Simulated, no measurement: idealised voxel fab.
Herein follows the process module entitled voxel wiring stack.
Section shown: cut. Width: 250 nm. Cell size: 5 nm, square.
Format of a cross-section: grid, square cells. Given as bands. Order: top down. Band: one or more rows of cells. Band entry format. Leading values: height of top, height of bottom, nm. Remainder: materials in left-to-right order, each with its width in nm. Special words: "everywhere" on a single material, which then fills the band edge to edge; "empty", empty space. Height 0 is the level under which the wafer as received is all one material. The lowest band goes on downwards, as in "top 0, no bottom". The width entry "30 to 40" should be interpreted row by row: the top row of cells in the band takes the first number, the bottom row takes the second number, and the change between adjacent rows is uniform throughout. Step marked "no alteration"? Then no cell in the cross-section changed in it. Empty spaces counting at least 8 cells and having no open way to the top are listed in "Closed internal voids". The notation width x height at distance is used for each, the distance being from the left edge and all three values in nm. Where a step's line continues beyond its settings, the continuation is a remark by the simulator itself on that step. A step's line can hold "overlay nm"; with a mask on that step, the setting says how far right of the planned place the mask lay, while a negative setting says it lay to the left.

[The process steps that were planned are listed below]
1,RECEIVE, material Si
2,CONFORMAL_DEP, material SiO2, thk nm 10
3,DIRECTIONAL_DEP, material TiN, thk nm 5
4,DIRECTIONAL_DEP, material W, thk nm 25
5,PATTERN, tone cover, mask id METAL_1, material resist, width nm 30, pitch nm 55, thk nm 20, overlay nm 0
6,DIRECTIONAL_ETCH, etch materials W, depth nm 25
7,DIRECTIONAL_ETCH, etch materials TiN, depth nm 5
8,STRIP, etch materials resist
9,CONFORMAL_DEP, material SiN, thk nm 5
10,FILL_DEP, material SiO2, thk nm 10
11,CMP, height nm 40
12,CONFORMAL_DEP, material SiCN, thk nm 5
13,DIRECTIONAL_DEP, material SiO2, thk nm 30
14,PATTERN, tone open, mask id METAL_2_HOLES, material resist, width nm 15, pitch nm 55, thk nm 20, overlay nm 0
15,DIRECTIONAL_ETCH, etch materials SiO2, depth nm 30
16,STRIP, etch materials resist
17,PATTERN, tone open, mask id METAL_2, material resist, width nm 30, pitch nm 55, thk nm 20, overlay nm 0
18,DIRECTIONAL_ETCH, etch materials SiO2, depth nm 20
19,DIRECTIONAL_ETCH, etch materials SiCN, depth nm 5
20,STRIP, etch materials resist
21,CONFORMAL_DEP, material TiN, thk nm 5
22,FILL_DEP, material Ru, thk nm 5
23,CMP, height nm 75
24,CONFORMAL_DEP, material SiCN, thk nm 5
25,DIRECTIONAL_DEP, material SiO2, thk nm 35
26,MASKED_ETCH, tone open, mask id METAL_3_HOLES, width nm 15, pitch nm 55, etch materials SiO2, depth nm 35, overlay nm 0
27,MASKED_ETCH, tone open, mask id METAL_3, width nm 30, pitch nm 55, etch materials SiO2, depth nm 20, overlay nm 0
28,MASKED_ETCH, tone open, mask id METAL_3, width nm 30, pitch nm 55, etch materials SiCN, depth nm 5, overlay nm 0
29,CONFORMAL_DEP, material TiN, thk nm 5
30,FILL_DEP, material Cu, thk nm 10
31,CMP, height nm 115
32,CONFORMAL_DEP, material SiCN, thk nm 5

[Wafer at receipt (post step 1), cross-section]
    top 0, no bottom: Si everywhere
    Closed internal voids: none

[First wafer of two, sectioned at end of module; run went per plan]
    top 120, bottom 115: SiCN everywhere
    top 115, bottom 100: SiO2 80  TiN 5  Cu 20  TiN 5  SiO2 25  TiN 5  Cu 20  TiN 5  SiO2 85
    top 100, bottom 95: SiO2 80  TiN 5  Cu 5  TiN 20  SiO2 25  TiN 5  Cu 5  TiN 20  SiO2 85
    top 95, bottom 80: SiO2 80  TiN 5  Cu 5  TiN 5  SiO2 40  TiN 5  Cu 5  TiN 5  SiO2 100
    top 80, bottom 75: SiCN 80  TiN 15  SiCN 40  TiN 15  SiCN 100
    top 75, bottom 60: SiO2 80  TiN 5  Ru 20  TiN 5  SiO2 25  TiN 5  Ru 20  TiN 5  SiO2 85
    top 60, bottom 55: SiO2 80  TiN 5  Ru 5  TiN 20  SiO2 25  TiN 5  Ru 5  TiN 20  SiO2 85
    top 55, bottom 45: SiO2 80  TiN 5  Ru 5  TiN 5  SiO2 40  TiN 5  Ru 5  TiN 5  SiO2 100
    top 45, bottom 40: SiCN 80  TiN 15  SiCN 40  TiN 15  SiCN 100
    top 40, bottom 15: SiO2 75  SiN 5  W 30  SiN 5  SiO2 15  SiN 5  W 30  SiN 5  SiO2 80
    top 15, bottom 10: SiN 80  TiN 30  SiN 25  TiN 30  SiN 85
    top 10, bottom 0: SiO2 everywhere
    top 0, no bottom: Si everywhere
    Closed internal voids: none

[Cross-section at end of module for the second wafer of two, which matched the first in starting point and plan and differed by one mistake in its processing]
    top 120, bottom 115: SiCN everywhere
    top 115, bottom 100: SiO2 80  TiN 5  Cu 20  TiN 5  SiO2 25  TiN 5  Cu 20  TiN 5  SiO2 85
    top 100, bottom 95: SiO2 80  TiN 5  Cu 5  TiN 20  SiO2 25  TiN 5  Cu 5  TiN 20  SiO2 85
    top 95, bottom 80: SiO2 80  TiN 5  Cu 5  TiN 5  SiO2 40  TiN 5  Cu 5  TiN 5  SiO2 100
    top 80, bottom 70: SiCN 80  TiN 15 to 30  SiCN 40 to 25  TiN 15 to 30  SiCN 100 to 85
    top 70, bottom 40: SiO2 everywhere
    top 40, bottom 15: SiO2 75  SiN 5  W 30  SiN 5  SiO2 15  SiN 5  W 30  SiN 5  SiO2 80
    top 15, bottom 10: SiN 80  TiN 30  SiN 25  TiN 30  SiN 85
    top 10, bottom 0: SiO2 everywhere
    top 0, no bottom: Si everywhere
    Closed internal voids: none
Short version of what went wrong: transposition of steps 12 and 13 relative to the planned sequence
Count the cells at the end and the second wafer has more or fewer of some materials than the first: Ru -30 | SiCN -6 | SiO2 +60 | TiN -24
